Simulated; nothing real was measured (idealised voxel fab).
process module | voxel tone inversion
The figure presents cross-section cut, which has a width of 215 nm and is divided into square cells with an edge length of 5 nm.
Each cross-section below is a grid of square cells, stated as bands in top-down order, with one or more rows of cells making up each band.
Within each band entry, the heights of the top and of the bottom of the band appear first, in that order and in nm; the materials of the band then follow from left to right, each with its corresponding width in nm. The designation "full width" on a single material indicates that it fills the band from edge to edge; the designation "air" indicates empty space.
A quick word on heights: they are counted from 0, and under that level the wafer as it came to us is one material throughout. The lowest band is different from the rest in having no bottom; it simply continues downward, written as in "top 0, no bottom".
Width "30->40": first value at the band's top row of cells, second value at its bottom row, equal change from row to row.
"no change occurred" for a step: no cell of the cross-section changed in that step.
Empty spaces counting at least 8 cells and having no open way to the top are listed in "Unvented cavities". The notation width x height at distance is used for each, the distance being from the left edge and all three values in nm.
The remark found on a step's line after its settings is issued by the simulator itself and pertains to that step.
The setting "overlay nm" may be written on the line of a step. When the step uses a mask, the value reports how far to the right of the planned place the mask lay, and a negative value reports that it lay to the left.

Steps in the process plan:
1. RECEIVE [material Si]
2. CONFORMAL_DEP [material SiN] [thk nm 10]
3. DIRECTIONAL_DEP [material polySi] [thk nm 25]
4. PATTERN [tone cover] [mask id POSTS] [material resist] [width nm 20] [pitch nm 50] [thk nm 35] [overlay nm 0]
5. DIRECTIONAL_ETCH [etch materials polySi] [depth nm 25]
6. STRIP [etch materials resist]
7. FILL_DEP [material lowk] [thk nm 5]
8. CMP [height nm 35]
9. STRIP [etch materials polySi]
10. CONFORMAL_DEP [material TiN] [thk nm 5]
11. FILL_DEP [material Ru] [thk nm 10]
12. CMP [height nm 35]
13. CONFORMAL_DEP [material SiCN] [thk nm 5]

Wafer cross-section on receipt, i.e. after step 1:
- top 0, no bottom = Si full width
- Unvented cavities: none

Cross-section: first of two wafers, module finished, run according to plan:
- top 40, bottom 35 = SiCN full width
- top 35, bottom 15 = lowk (45) / TiN (5) / Ru (10) / TiN (5) / lowk (30) / TiN (5) / Ru (10) / TiN (5) / lowk (30) / TiN (5) / Ru (10) / TiN (5) / lowk (50)
- top 15, bottom 10 = lowk (45) / TiN (20) / lowk (30) / TiN (20) / lowk (30) / TiN (20) / lowk (50)
- top 10, bottom 0 = SiN full width
- top 0, no bottom = Si full width
- Unvented cavities: none

Cross-section, wafer two of two, end of module: same start and plan as wafer one, one error in execution:
- top 40, bottom 35 = SiCN full width
- top 35, bottom 15 = Ru (40) / TiN (5) / lowk (20) / TiN (5) / Ru (20) / TiN (5) / lowk (20) / TiN (5) / Ru (20) / TiN (5) / lowk (20) / TiN (5) / Ru (45)
- top 15, bottom 10 = TiN (45) / lowk (20) / TiN (30) / lowk (20) / TiN (30) / lowk (20) / TiN (50)
- top 10, bottom 0 = SiN full width
- top 0, no bottom = Si full width
- Unvented cavities: none
Plan not followed: heads up, step 4 didn't go per plan, it actually ran as PATTERN [tone open] [mask id POSTS] [material resist] [width nm 20] [pitch nm 50] [thk nm 35] [overlay nm 0]
Wrapping up, a cell-based count of both wafers puts the second over or under the first for these materials: +76 Ru | +19 TiN | -95 lowk
